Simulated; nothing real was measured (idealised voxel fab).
voxel wiring stack: a process module
Shown is cross-section cut, with a width of 275 nm and square cells of size 5 nm.
In this document a cross-section is written as a grid of square cells. It is given as a series of bands, listed from the top down, and a band is one or more rows of cells. For a band, the entry starts with two heights in nm, that of the top and then that of the bottom, and carries on with the band's materials in order from left to right, each alongside its width in nm; the word "everywhere" beside a single material means it fills the band edge to edge, and "air" means empty space. Height reference: 0 = level under which incoming wafer is all one material. Lowest band: no bottom, runs on downward, e.g. "0 and below". You'd read "30 to 40" like this: the band's top row of cells is as wide as the first number, its bottom row is as wide as the second, and going down, every row changes width by the same amount as the row before did. When a step is marked "no alterations made", none of the cells in the cross-section changed during that step. Voids lacking openings: empty space of 8 cells or more with no open way to the top, each as width x height at its distance from the left edge, in nm. after a step's settings: what the simulator itself notes on the step. overlay nm: for a step with a mask, the amount by which the mask lay right of where it was planned; a negative amount means left of it.

## Intended process steps
1) RECEIVE [material Si]
2) CONFORMAL_DEP [material SiO2] [thk nm 15]
3) DIRECTIONAL_DEP [material TiN] [thk nm 5]
4) DIRECTIONAL_DEP [material Ru] [thk nm 15]
5) DIRECTIONAL_DEP [material aC] [thk nm 15]
6) PATTERN [tone cover] [mask id METAL_1] [material resist] [width nm 25] [pitch nm 40] [thk nm 35] [overlay nm 0]
7) DIRECTIONAL_ETCH [etch materials aC] [depth nm 15]
8) STRIP [etch materials resist]
9) DIRECTIONAL_ETCH [etch materials Ru] [depth nm 15]
10) DIRECTIONAL_ETCH [etch materials TiN] [depth nm 5]
11) STRIP [etch materials aC]
12) FILL_DEP [material lowk] [thk nm 5]
13) CMP [height nm 35]
14) CONFORMAL_DEP [material SiCN] [thk nm 5]
15) DIRECTIONAL_DEP [material lowk] [thk nm 15]
16) DIRECTIONAL_DEP [material aC] [thk nm 15]
17) PATTERN [tone open] [mask id PLUG_1] [material resist] [width nm 15] [pitch nm 40] [thk nm 35] [overlay nm 0]
18) DIRECTIONAL_ETCH [etch materials aC] [depth nm 15]
19) STRIP [etch materials resist]
20) DIRECTIONAL_ETCH [etch materials lowk] [depth nm 15]
21) DIRECTIONAL_ETCH [etch materials SiCN] [depth nm 5]
22) STRIP [etch materials aC]
23) EPI [material Ru] [thk nm 10]
24) EPI [material Ru] [thk nm 10]
25) CONFORMAL_DEP [material SiN] [thk nm 5]
26) DIRECTIONAL_DEP [material SiO2] [thk nm 15]
27) MASKED_ETCH [tone open] [mask id METAL_2] [width nm 25] [pitch nm 40] [etch materials SiO2] [depth nm 15] [overlay nm 0]
28) MASKED_ETCH [tone open] [mask id METAL_2] [width nm 25] [pitch nm 40] [etch materials SiN] [depth nm 5] [overlay nm 0]
29) CONFORMAL_DEP [material TiN] [thk nm 5]
30) FILL_DEP [material Cu] [thk nm 5]
31) CMP [height nm 75]
32) EPI [material Ru] [thk nm 5]
33) FILL_DEP [material SiCN] [thk nm 5]
34) DIRECTIONAL_DEP [material SiO2] [thk nm 35]
35) MASKED_ETCH [tone open] [mask id METAL_3] [width nm 25] [pitch nm 40] [etch materials SiO2] [depth nm 20] [overlay nm 0]
36) DIRECTIONAL_DEP [material aC] [thk nm 10]
37) PATTERN [tone open] [mask id METAL_3_HOLES] [material resist] [width nm 15] [pitch nm 80] [thk nm 30] [overlay nm 0]
38) DIRECTIONAL_ETCH [etch materials aC] [depth nm 10]
39) STRIP [etch materials resist]
40) DIRECTIONAL_ETCH [etch materials SiO2] [depth nm 15]
41) DIRECTIONAL_ETCH [etch materials SiCN] [depth nm 5]
42) STRIP [etch materials aC]
43) CONFORMAL_DEP [material TiN] [thk nm 5]
44) FILL_DEP [material Cu] [thk nm 5]
45) CMP [height nm 120]
46) CONFORMAL_DEP [material SiN] [thk nm 5]

## Cross-sectional view of the wafer in its as-received condition, corresponding to the state after step 1
    0 and below: Si everywhere
    Voids lacking openings: none

## Look at the cross-section after the module: the wafer started out the way shown above and the plan was the one shown above, yet one mistake was made along the way
    125 down to 120: SiN everywhere
    120 down to 105: 65 of SiO2 | 5 of TiN | 15 of Cu | 5 of TiN | 15 of SiO2 | 5 of TiN | 15 of Cu | 5 of TiN | 15 of SiO2 | 5 of TiN | 15 of Cu | 5 of TiN | 15 of SiO2 | 5 of TiN | 15 of Cu | 5 of TiN | 65 of SiO2
    105 down to 100: 65 of SiO2 | 5 of TiN | 5 of Cu | 15 of TiN | 15 of SiO2 | 25 of TiN | 15 of SiO2 | 5 of TiN | 5 of Cu | 15 of TiN | 15 of SiO2 | 25 of TiN | 65 of SiO2
    100 down to 85: 65 of SiO2 | 5 of TiN | 5 of Cu | 5 of TiN | 65 of SiO2 | 5 of TiN | 5 of Cu | 5 of TiN | 115 of SiO2
    85 down to 80: 65 of SiCN | 15 of TiN | 65 of SiCN | 15 of TiN | 115 of SiCN
    80 down to 75: 60 of SiCN | 35 of Ru | 5 of SiCN | 35 of Ru | 5 of SiCN | 35 of Ru | 5 of SiCN | 35 of Ru | 60 of SiCN
    75 down to 70: 65 of SiO2 | 5 of TiN | 15 of Cu | 5 of TiN | 15 of SiO2 | 5 of TiN | 15 of Cu | 5 of TiN | 15 of SiO2 | 5 of TiN | 15 of Cu | 5 of TiN | 15 of SiO2 | 5 of TiN | 15 of Cu | 5 of TiN | 65 of SiO2
    70 down to 65: 65 of SiN | 25 of TiN | 15 of SiN | 25 of TiN | 15 of SiN | 25 of TiN | 15 of SiN | 25 of TiN | 65 of SiN
    65 down to 55: SiN everywhere
    55 down to 40: 65 of lowk | 15 of Ru | 25 of lowk | 15 of Ru | 25 of lowk | 15 of Ru | 25 of lowk | 15 of Ru | 75 of lowk
    40 down to 35: 65 of SiCN | 15 of Ru | 25 of SiCN | 15 of Ru | 25 of SiCN | 15 of Ru | 25 of SiCN | 15 of Ru | 75 of SiCN
    35 down to 20: 65 of lowk | 25 of Ru | 15 of lowk | 25 of Ru | 15 of lowk | 25 of Ru | 15 of lowk | 25 of Ru | 65 of lowk
    20 down to 15: 65 of lowk | 25 of TiN | 15 of lowk | 25 of TiN | 15 of lowk | 25 of TiN | 15 of lowk | 25 of TiN | 65 of lowk
    15 down to 0: SiO2 everywhere
    0 and below: Si everywhere
    Voids lacking openings: none
Which mistake was made when the wafer was run? in deviation from the planned setting, step 25 was conducted as CONFORMAL_DEP [material SiN] [thk nm 15]
